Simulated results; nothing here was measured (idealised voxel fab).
Proc. module: voxel self aligned contacts
Square cells of 5 nm make up the cross-section cut, whose width is 170 nm.
Think of the cross-section as a grid of square cells. We describe it in bands, top to bottom, and each band covers one or more rows of those cells. Quick guide to a band line: top height, bottom height (nm) up front; then every material left to right with its width in nm. Only one material and it's marked "all across"? Then it fills the band edge to edge. And "blank" just means empty space. Zero point of the height axis is 0; under it, received wafer = one material. Lowest band: continues down indefinitely, "0 and below". Think of "30 to 40" as a width that walks from the first number to the second as you go down the band, top row to bottom row, taking equal-sized steps from row to row. Step marked "left unchanged"? Then no cell in the cross-section changed in it. Closed empty spaces (no open way to the top) of 8 cells or more are what "Closed cavities" lists, each as width x height at distance from the left edge, nm for all three. Note: text after step settings on the step line = simulator remark on that step. What "overlay nm" on a step's line means: if the step has a mask, that mask lay this far to the right of its planned place, or, when the value is negative, to the left.

Steps in the process plan
1: RECEIVE with material Si
2: OXIDIZE with depth nm 5
3: DIRECTIONAL_DEP with material polySi, thk nm 30
4: DIRECTIONAL_DEP with material SiN, thk nm 25
5: DIRECTIONAL_DEP with material aC, thk nm 15
6: PATTERN with tone cover, mask id GATE, material resist, width nm 30, pitch nm 75, thk nm 35, overlay nm 0
7: DIRECTIONAL_ETCH with etch materials aC, depth nm 15
8: STRIP with etch materials resist
9: DIRECTIONAL_ETCH with etch materials SiN, depth nm 25
10: DIRECTIONAL_ETCH with etch materials polySi, depth nm 30
11: STRIP with etch materials aC
12: CONFORMAL_DEP with material SiN, thk nm 10
13: DIRECTIONAL_ETCH with etch materials SiN, depth nm 10
14: FILL_DEP with material SiO2, thk nm 15
15: CMP with height nm 60
16: MASKED_ETCH with tone open, mask id CONTACT, width nm 55, etch materials SiO2, depth nm 65, overlay nm 0
17: CONFORMAL_DEP with material TiN, thk nm 5
18: FILL_DEP with material W, thk nm 5
19: CMP with height nm 60
20: CONFORMAL_DEP with material SiN, thk nm 5

Wafer as received: cross-section following step 1
    0 and below | Si all across
    Closed cavities: none

End-of-module cross-section. Starting structure and process plan as above; one mistake made in running it
    65 down to 60 | SiN all across
    60 down to 55 | SiO2=20, then SiN=50, then TiN=25, then SiN=50, then SiO2=25
    55 down to 30 | SiN all across
    30 down to 0 | polySi all across
    0 down to -5 | SiO2 all across
    -5 and below | Si all across
    Closed cavities: none
It is concluded that the wafer was processed incorrectly with respect to the plan, in that execution of plan step 4 occurred twice
